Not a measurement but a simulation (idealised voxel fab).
The following process module bears the name voxel transistor to metal.
For reference, the cross-section in this document is cut, with width 200 nm and square cells of 5 nm.
If you're reading a cross-section in this doc, picture square cells in a grid; it comes to you as bands, top ones listed first down to the bottom, and a band can be one or more rows of cells. Basically the band line says how high the top is and how high the bottom is, in nm, and then what's in it from left to right, every material with its width in nm. Empty space shows up as "empty", and if a single material carries "all across" it runs the full band edge to edge. Counting heights begins at 0, where everything beneath is, in the wafer as received, one material. The lowest band has no bottom; it goes on downwards, as "0 -> down" shows. Per-row width for "30..40": begins at first number (top row of band), ends at second number (bottom row), increment between rows held constant. When a step is marked "no change occurred", none of the cells in the cross-section changed during that step. Empty spaces counting at least 8 cells and having no open way to the top are listed in "Entrapped void list". The notation width x height at distance is used for each, the distance being from the left edge and all three values in nm. Note: text after step settings on the step line = simulator remark on that step. "overlay nm" answers the question of how far to the right of plan the mask lay on a step that has a mask, and when it is negative the answer is to the left.
-- List of planned process steps
1. RECEIVE, material Si
2. CONFORMAL_DEP, material SiO2, thk nm 5
3. CONFORMAL_DEP, material SiN, thk nm 15
4. MASKED_ETCH, tone cover, mask id ACTIVE, width nm 95, etch materials SiN, depth nm 15, overlay nm 0
5. MASKED_ETCH, tone cover, mask id ACTIVE, width nm 95, etch materials SiO2, depth nm 5, overlay nm 0
6. MASKED_ETCH, tone cover, mask id ACTIVE, width nm 95, etch materials Si, depth nm 30, overlay nm 0
7. OXIDIZE, depth nm 5
8. FILL_DEP, material SiO2, thk nm 10
9. CMP, height nm 20
10. SELECTIVE_ETCH, etch materials SiO2, depth nm 10
11. STRIP, etch materials SiN
12. SELECTIVE_ETCH, etch materials SiO2, depth nm 5
13. OXIDIZE, depth nm 5
14. DIRECTIONAL_DEP, material polySi, thk nm 30
15. DIRECTIONAL_DEP, material SiCN, thk nm 15
16. PATTERN, tone cover, mask id GATE, material resist, width nm 15, thk nm 20, overlay nm 0
17. DIRECTIONAL_ETCH, etch materials SiCN, depth nm 25
18. DIRECTIONAL_ETCH, etch materials polySi, depth nm 40
19. STRIP, etch materials resist
20. CONFORMAL_DEP, material SiO2, thk nm 5
21. DIRECTIONAL_ETCH, etch materials SiO2, depth nm 5
22. CONFORMAL_DEP, material SiN, thk nm 5
23. DIRECTIONAL_ETCH, etch materials SiN, depth nm 5
24. DIRECTIONAL_ETCH, etch materials SiO2, depth nm 5
25. DIRECTIONAL_ETCH, etch materials Si, depth nm 15
26. EPI, material pSi, thk nm 20
27. FILL_DEP, material SiO2, thk nm 5
28. CMP, height nm 45
29. DIRECTIONAL_DEP, material SiO2, thk nm 10
30. PATTERN, tone open, mask id CONTACT, material resist, width nm 20, pitch nm 65, thk nm 20, overlay nm 0
31. DIRECTIONAL_ETCH, etch materials SiO2, depth nm 55
32. STRIP, etch materials resist
33. CONFORMAL_DEP, material TiN, thk nm 5
34. FILL_DEP, material Ru, thk nm 5
35. CMP, height nm 55
36. DIRECTIONAL_DEP, material TiN, thk nm 5
37. DIRECTIONAL_DEP, material W, thk nm 25
38. MASKED_ETCH, tone cover, mask id METAL_1, width nm 20, pitch nm 65, etch materials W, depth nm 25, overlay nm 0
39. MASKED_ETCH, tone cover, mask id METAL_1, width nm 20, pitch nm 65, etch materials TiN, depth nm 5, overlay nm 0
40. CONFORMAL_DEP, material SiCN, thk nm 5
41. FILL_DEP, material lowk, thk nm 5
42. CMP, height nm 85
43. CONFORMAL_DEP, material SiCN, thk nm 5
44. DIRECTIONAL_DEP, material SiO2, thk nm 35
45. MASKED_ETCH, tone open, mask id METAL_2, width nm 20, pitch nm 65, etch materials SiO2, depth nm 20, overlay nm 0
46. MASKED_ETCH, tone open, mask id METAL_2_HOLES, width nm 15, pitch nm 65, etch materials SiO2, depth nm 15, overlay nm 0
47. MASKED_ETCH, tone open, mask id METAL_2_HOLES, width nm 15, pitch nm 65, etch materials SiCN, depth nm 5, overlay nm 0
48. CONFORMAL_DEP, material TiN, thk nm 5
49. FILL_DEP, material Cu, thk nm 5
50. CMP, height nm 125
51. CONFORMAL_DEP, material SiN, thk nm 5
-- As-received state of the wafer in cross-section, equivalent to post-step 1
    0 -> down = Si all across
    Entrapped void list: none
-- Below is the wafer in cross-section after the module was completed. It began from the starting point shown above and followed the plan shown above, except that one mistake was made while running it
    130 -> 125 = SiN all across
    125 -> 110 = SiO2 55  TiN 5  Cu 10  TiN 5  SiO2 45  TiN 5  Cu 10  TiN 5  SiO2 60
    110 -> 105 = SiO2 55  TiN 5  Cu 5  TiN 10  SiO2 45  TiN 5  Cu 5  TiN 10  SiO2 60
    105 -> 90 = SiO2 55  TiN 5  Cu 5  TiN 5  SiO2 50  TiN 5  Cu 5  TiN 5  SiO2 65
    90 -> 85 = SiCN 55  TiN 15  SiCN 50  TiN 15  SiCN 65
    85 -> 60 = lowk 50  SiCN 5  W 20  SiCN 5  lowk 35  SiCN 5  W 20  SiCN 5  lowk 55
    60 -> 55 = SiCN 55  TiN 20  SiCN 45  TiN 20  SiCN 60
    55 -> 45 = SiO2 55  TiN 5  W 10  TiN 5  SiO2 45  TiN 5  W 10  TiN 5  SiO2 60
    45 -> 30 = SiO2 55  TiN 5  W 10  TiN 5  SiO2 5  SiN 5  SiO2 5  SiCN 15  SiO2 5  SiN 5  SiO2 5  TiN 5  W 10  TiN 5  SiO2 60
    30 -> 20 = SiO2 55  TiN 5  W 10  TiN 5  SiO2 5  SiN 5  SiO2 5  polySi 15  SiO2 5  SiN 5  SiO2 5  TiN 5  W 10  TiN 5  SiO2 60
    20 -> 15 = SiO2 55  TiN 20  SiO2 5  SiN 5  SiO2 5  polySi 15  SiO2 5  SiN 5  SiO2 5  TiN 20  SiO2 60
    15 -> 5 = SiO2 55  TiN 5  pSi 20  SiN 5  SiO2 5  polySi 15  SiO2 5  SiN 5  pSi 20  TiN 5  SiO2 60
    5 -> 0 = SiO2 50  SiN 5  TiN 5  pSi 20  SiN 5  SiO2 5  polySi 15  SiO2 5  SiN 5  pSi 20  TiN 5  SiN 5  SiO2 55
    0 -> -5 = SiO2 55  pSi 25  SiO2 35  pSi 25  SiO2 60
    -5 -> -20 = SiO2 55  pSi 25  Si 35  pSi 25  SiO2 60
    -20 -> -35 = SiO2 55  Si 85  SiO2 60
    -35 -> down = Si all across
    Entrapped void list: none
The mistake made against the process plan was this: step 34 did not happen as planned, as run it was FILL_DEP, material W, thk nm 5
